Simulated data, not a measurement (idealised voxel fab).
Documented hereafter: the process module known as voxel plated lines.
Section cut is 210 nm wide and gridded with 5 nm square cells.
For the purposes of this document, a cross-section shall be understood as a grid of square cells, specified as bands listed in top-to-bottom order, each band consisting of one or more rows of cells.
What a band's entry tells you: where the top is and where the bottom is, as heights in nm, and after that what lies inside, material by material from left to right, each with its width in nm. Empty space is written as the word "air", and a single material marked with the word "everywhere" occupies the band from edge to edge.
Basically, 0 is our baseline, since under it the wafer straight out of the box is all one material. The bottom band has no lower end and keeps on going down, so it looks like "0 and below".
Width: "30->40" (first number = top row, second number = bottom row, same change from row to row of cells).
You'll sometimes find "changes: none" written for a step, and that's the way of saying that nowhere in the cross-section did a cell change during that step.
Under "Closed void listing" you'll find the enclosed gaps, the ones with no way out to the top, that are 8 cells or bigger; each reads width x height at distance, with distance counted from the left edge, everything in nm.
Read whatever lies past the settings on a step's line as the simulator's own remark about the step.
overlay nm: step with mask; distance mask lay right of planned place; negative value = left of planned place.
Process steps (planned):
1) RECEIVE, material Si
2) CONFORMAL_DEP, material Al2O3, thk nm 10
3) DIRECTIONAL_DEP, material TiN, thk nm 5
4) PATTERN, tone open, mask id LINES, material resist, width nm 25, pitch nm 40, thk nm 40, overlay nm 0
5) EPI, material Ru, thk nm 10
6) EPI, material Ru, thk nm 10
7) EPI, material Ru, thk nm 10
8) STRIP, etch materials resist
9) DIRECTIONAL_ETCH, etch materials TiN, depth nm 5
10) CONFORMAL_DEP, material SiN, thk nm 10
As received (post step 1): cross-section:
    0 and below  Si everywhere
    Closed void listing: none
End-of-module XS, first of two wafers, run as planned:
    55 down to 45  60 of air, then 85 of SiN, then 65 of air
    45 down to 20  60 of air, then 10 of SiN, then 25 of Ru, then 15 of SiN, then 25 of Ru, then 10 of SiN, then 65 of air
    20 down to 15  70 of SiN, then 25 of Ru, then 15 of SiN, then 25 of Ru, then 75 of SiN
    15 down to 10  70 of SiN, then 25 of TiN, then 15 of SiN, then 25 of TiN, then 75 of SiN
    10 down to 0  Al2O3 everywhere
    0 and below  Si everywhere
    Closed void listing: none
Here's the second of our two wafers sectioned at module end. Same start as the first, same plan, but one mistake got made running it:
    55 down to 45  65 of air, then 35 of SiN, then 5 of air, then 35 of SiN, then 70 of air
    45 down to 20  65 of air, then 10 of SiN, then 15 of Ru, then 10 of SiN, then 5 of air, then 10 of SiN, then 15 of Ru, then 10 of SiN, then 70 of air
    20 down to 15  75 of SiN, then 15 of Ru, then 25 of SiN, then 15 of Ru, then 80 of SiN
    15 down to 10  75 of SiN, then 15 of TiN, then 25 of SiN, then 15 of TiN, then 80 of SiN
    10 down to 0  Al2O3 everywhere
    0 and below  Si everywhere
    Closed void listing: none
Short version of what went wrong: step 4 did not happen as planned, as run it was PATTERN, tone open, mask id LINES, material resist, width nm 15, pitch nm 40, thk nm 40, overlay nm 0
The final cell counts differ between the wafers, with the second having more or fewer of some materials than the first: Ru: 24 fewer | SiN: 7 more | TiN: 4 fewer
